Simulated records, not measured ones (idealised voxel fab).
This section sets out a process module, namely voxel capacitor over wiring.
We display cut, a cross-section 210 nm in width whose square cells are each 5 nm.
Bands, listed from the top down, are how a cross-section gets written in this document; the cross-section itself is a grid of square cells, and a band is one or more rows of them.
Heights first: top, then bottom, in nm. Then materials, left to right, each with a width in nm. "full width" on a single material: fills the band edge to edge. "blank": empty space.
Heights are expressed relative to 0, this being the level below which the as-received wafer comprises one material exclusively. The lowest band is unbounded in the downward direction and is denoted as in "0 -> down".
Note: "30..40" means the width goes from the first number (top row of the band) to the second number (bottom row) in equal steps per row of cells.
For the purposes of this document, the phrase "no alterations made" attached to a step denotes that no cell within the cross-section was modified by that step.
Any empty space of 8 cells or more lacking an open way to the top shows up in "Sealed internal cavities" as width x height at distance, distance from the left edge, in nm.
Heads up: the bit after the settings on a step's line is the simulator's remark on that step.
Each step line may optionally specify "overlay nm", which for a step with a mask gives the rightward distance between the mask's planned place and where it lay, a negative value indicating the leftward direction.

**These are the steps we planned for the process**
- 1: op RECEIVE | material Si
- 2: op CONFORMAL_DEP | material SiO2 | thk nm 15
- 3: op DIRECTIONAL_DEP | material TiN | thk nm 5
- 4: op DIRECTIONAL_DEP | material W | thk nm 20
- 5: op PATTERN | tone cover | mask id METAL_1 | material resist | width nm 25 | pitch nm 85 | thk nm 15 | overlay nm 0
- 6: op DIRECTIONAL_ETCH | etch materials W | depth nm 20
- 7: op DIRECTIONAL_ETCH | etch materials TiN | depth nm 5
- 8: op STRIP | etch materials resist
- 9: op CONFORMAL_DEP | material SiN | thk nm 5
- 10: op FILL_DEP | material lowk | thk nm 5
- 11: op CMP | height nm 40
- 12: op CONFORMAL_DEP | material SiCN | thk nm 5
- 13: op DIRECTIONAL_DEP | material lowk | thk nm 15
- 14: op DIRECTIONAL_DEP | material aC | thk nm 15
- 15: op PATTERN | tone open | mask id PLUG_1 | material resist | width nm 15 | thk nm 30 | overlay nm 0
- 16: op DIRECTIONAL_ETCH | etch materials aC | depth nm 15
- 17: op STRIP | etch materials resist
- 18: op DIRECTIONAL_ETCH | etch materials lowk | depth nm 15
- 19: op DIRECTIONAL_ETCH | etch materials SiCN | depth nm 5
- 20: op STRIP | etch materials aC
- 21: op EPI | material Ru | thk nm 10
- 22: op EPI | material Ru | thk nm 10
- 23: op DIRECTIONAL_DEP | material TiN | thk nm 10
- 24: op DIRECTIONAL_DEP | material SiN | thk nm 5
- 25: op DIRECTIONAL_DEP | material TiN | thk nm 5
- 26: op PATTERN | tone cover | mask id UPPER_PLATE | material resist | width nm 65 | thk nm 15 | overlay nm 0
- 27: op DIRECTIONAL_ETCH | etch materials TiN | depth nm 5
- 28: op DIRECTIONAL_ETCH | etch materials SiN | depth nm 5
- 29: op STRIP | etch materials resist
- 30: op PATTERN | tone cover | mask id LOWER_PLATE | material resist | width nm 75 | thk nm 20 | overlay nm 0
- 31: op DIRECTIONAL_ETCH | etch materials TiN | depth nm 10
- 32: op STRIP | etch materials resist
- 33: op FILL_DEP | material SiO2 | thk nm 15
- 34: op CMP | height nm 90
- 35: op DIRECTIONAL_DEP | material aC | thk nm 10
- 36: op PATTERN | tone open | mask id PLUG_2 | material resist | width nm 15 | thk nm 30 | overlay nm 0
- 37: op DIRECTIONAL_ETCH | etch materials aC | depth nm 10
- 38: op STRIP | etch materials resist
- 39: op DIRECTIONAL_ETCH | etch materials SiO2 | depth nm 10
- 40: op STRIP | etch materials aC
- 41: op CONFORMAL_DEP | material TiN | thk nm 5
- 42: op FILL_DEP | material Ru | thk nm 10
- 43: op CMP | height nm 90
- 44: op CONFORMAL_DEP | material SiCN | thk nm 5

**Wafer cross-section on receipt, i.e. after step 1**
> 0 -> down = Si full width
> Sealed internal cavities: none

**Result of the module, cross-sectioned: start per above, plan per above, one error in how it was run**
> 95 -> 90 = SiCN full width
> 90 -> 85 = SiO2=70; TiN=5; SiN=50; SiO2=85
> 85 -> 80 = SiO2=55; TiN=5; SiO2=10; TiN=60; SiO2=80
> 80 -> 75 = SiO2=55; TiN=75; SiO2=80
> 75 -> 70 = lowk=60; SiN=15; lowk=135
> 70 -> 60 = lowk=60; TiN=15; lowk=135
> 60 -> 45 = lowk full width
> 45 -> 40 = SiCN full width
> 40 -> 20 = lowk=45; SiN=5; W=25; SiN=5; lowk=50; SiN=5; W=25; SiN=5; lowk=45
> 20 -> 15 = SiN=50; TiN=25; SiN=60; TiN=25; SiN=50
> 15 -> 0 = SiO2 full width
> 0 -> down = Si full width
> Sealed internal cavities: none
Finding, execution versus plan: step 13, plan: ran twice
